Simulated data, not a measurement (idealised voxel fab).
Module name: voxel tone inversion (process module)
Displayed cross-section: cut, width of 200 nm, square cells sized 5 nm.
Format of a cross-section: grid, square cells. Given as bands. Order: top down. Band: one or more rows of cells. Top height, bottom height, nm. Materials left to right, width each, nm. Single material + "everywhere" = fills band edge to edge. "empty" = empty. Counting heights begins at 0, where everything beneath is, in the wafer as received, one material. The lowest band has no bottom; it goes on downwards, as "0..down" shows. A width given as "30->40" starts at the first number in the band's top row and ends at the second number in its bottom row, shifting by an equal amount at every step from row to row. "no modifications" for a step: no cell of the cross-section changed in that step. "Encapsulated voids": sealed empty spaces, 8 cells or more, no open way to top, listed width x height at distance, with distance from the left edge and width, height and distance in nm. Anything after a step's settings on that line? It's the simulator's own note about the step. You can add "overlay nm" to a step's line. For a step with a mask, it describes how far the mask lay to the right of its planned position, and a negative number describes a lay to the left.
[Process steps - plan]
step 1: RECEIVE, material Si
step 2: CONFORMAL_DEP, material SiN, thk nm 5
step 3: DIRECTIONAL_DEP, material aC, thk nm 20
step 4: PATTERN, tone cover, mask id POSTS, material resist, width nm 25, pitch nm 40, thk nm 30, overlay nm 0
step 5: DIRECTIONAL_ETCH, etch materials aC, depth nm 20
step 6: STRIP, etch materials resist
step 7: FILL_DEP, material lowk, thk nm 10
step 8: CMP, height nm 25
step 9: STRIP, etch materials aC
step 10: CONFORMAL_DEP, material TiN, thk nm 5
step 11: FILL_DEP, material Cu, thk nm 10
step 12: CMP, height nm 25
step 13: CONFORMAL_DEP, material SiN, thk nm 5
[First of the two wafers, run per plan]
[Cross-section of the wafer as it came to us, i.e., already through step 1]
  0..down  Si everywhere
  Encapsulated voids: none
[Cross-sectional representation of the wafer at the conclusion of step 2]
  5..0  SiN everywhere
  Note: structure below 0 unchanged.
[Cross-sectional representation of the wafer at the conclusion of step 3]
  25..5  aC everywhere
  Note: structure below 5 unchanged.
[Cross-sectional representation of the wafer at the conclusion of step 4]
  55..25  45 of empty, 25 of resist, 15 of empty, 25 of resist, 15 of empty, 25 of resist, 50 of empty
  Note: structure below 25 unchanged.
[Cross-sectional representation of the wafer at the conclusion of step 5]
  35..25  45 of empty, 25 of resist, 15 of empty, 25 of resist, 15 of empty, 25 of resist, 50 of empty
  25..5  45 of empty, 25 of aC, 15 of empty, 25 of aC, 15 of empty, 25 of aC, 50 of empty
  Note: structure below 5 unchanged.
[Cross-sectional representation of the wafer at the conclusion of step 6]
  25..5  45 of empty, 25 of aC, 15 of empty, 25 of aC, 15 of empty, 25 of aC, 50 of empty
  Note: structure below 5 unchanged.
[Cross-sectional representation of the wafer at the conclusion of step 7]
  35..25  lowk everywhere
  25..5  45 of lowk, 25 of aC, 15 of lowk, 25 of aC, 15 of lowk, 25 of aC, 50 of lowk
  Note: structure below 5 unchanged.
[Cross-sectional representation of the wafer at the conclusion of step 8]
  25..5  45 of lowk, 25 of aC, 15 of lowk, 25 of aC, 15 of lowk, 25 of aC, 50 of lowk
  Note: structure below 5 unchanged.
[Cross-sectional representation of the wafer at the conclusion of step 9]
  25..5  45 of lowk, 25 of empty, 15 of lowk, 25 of empty, 15 of lowk, 25 of empty, 50 of lowk
  Note: structure below 5 unchanged.
[Cross-sectional representation of the wafer at the conclusion of step 10]
  30..25  50 of TiN, 15 of empty, 25 of TiN, 15 of empty, 25 of TiN, 15 of empty, 55 of TiN
  25..10  45 of lowk, 5 of TiN, 15 of empty, 5 of TiN, 15 of lowk, 5 of TiN, 15 of empty, 5 of TiN, 15 of lowk, 5 of TiN, 15 of empty, 5 of TiN, 50 of lowk
  10..5  45 of lowk, 25 of TiN, 15 of lowk, 25 of TiN, 15 of lowk, 25 of TiN, 50 of lowk
  Note: structure below 5 unchanged.
[Cross-sectional representation of the wafer at the conclusion of step 11]
  40..30  Cu everywhere
  30..25  50 of TiN, 15 of Cu, 25 of TiN, 15 of Cu, 25 of TiN, 15 of Cu, 55 of TiN
  25..10  45 of lowk, 5 of TiN, 15 of Cu, 5 of TiN, 15 of lowk, 5 of TiN, 15 of Cu, 5 of TiN, 15 of lowk, 5 of TiN, 15 of Cu, 5 of TiN, 50 of lowk
  Note: structure below 10 unchanged.
[Cross-sectional representation of the wafer at the conclusion of step 12]
  25..10  45 of lowk, 5 of TiN, 15 of Cu, 5 of TiN, 15 of lowk, 5 of TiN, 15 of Cu, 5 of TiN, 15 of lowk, 5 of TiN, 15 of Cu, 5 of TiN, 50 of lowk
  Note: structure below 10 unchanged.
[Cross-sectional representation of the wafer at the conclusion of step 13]
  30..25  SiN everywhere
  Note: structure below 25 unchanged.
[Second wafer - shared start and plan with the first - one error in running - same as the first up to step 2 inclusive]
[Cross-sectional representation of the second wafer at the time designated in the plan for the completion of step 3]
  25..0  SiN everywhere
  Note: structure below 0 unchanged.
[Cross-sectional representation of the second wafer at the time designated in the plan for the completion of step 4]
  55..25  45 of empty, 25 of resist, 15 of empty, 25 of resist, 15 of empty, 25 of resist, 50 of empty
  Note: structure below 25 unchanged.
[Cross-sectional representation of the second wafer at the time designated in the plan for the completion of step 5]
  35..25  45 of empty, 25 of resist, 15 of empty, 25 of resist, 15 of empty, 25 of resist, 50 of empty
  Note: structure below 25 unchanged.
[Cross-sectional representation of the second wafer at the time designated in the plan for the completion of step 6]
  25..0  SiN everywhere
  Note: structure below 0 unchanged.
[Cross-sectional representation of the second wafer at the time designated in the plan for the completion of step 7]
  35..25  lowk everywhere
  Note: structure below 25 unchanged.
[Cross-sectional representation of the second wafer at the time designated in the plan for the completion of step 8]
  25..0  SiN everywhere
  Note: structure below 0 unchanged.
Cross-sectional representation of the second wafer at the time designated in the plan for the completion of step 9: no modifications
[Cross-sectional representation of the second wafer at the time designated in the plan for the completion of step 10]
  30..25  TiN everywhere
  Note: structure below 25 unchanged.
[Cross-sectional representation of the second wafer at the time designated in the plan for the completion of step 11]
  40..30  Cu everywhere
  Note: structure below 30 unchanged.
[Cross-sectional representation of the second wafer at the time designated in the plan for the completion of step 12]
  25..0  SiN everywhere
  Note: structure below 0 unchanged.
[Cross-sectional representation of the second wafer at the time designated in the plan for the completion of step 13]
  30..0  SiN everywhere
  Note: structure below 0 unchanged.
Processing error: step 3 deviated from plan and actually ran as DIRECTIONAL_DEP, material SiN, thk nm 20
End check, counted in cells, second wafer has more or fewer of these materials than the first: 27 fewer of Cu, 160 more of SiN, 33 fewer of TiN, 100 fewer of lowk
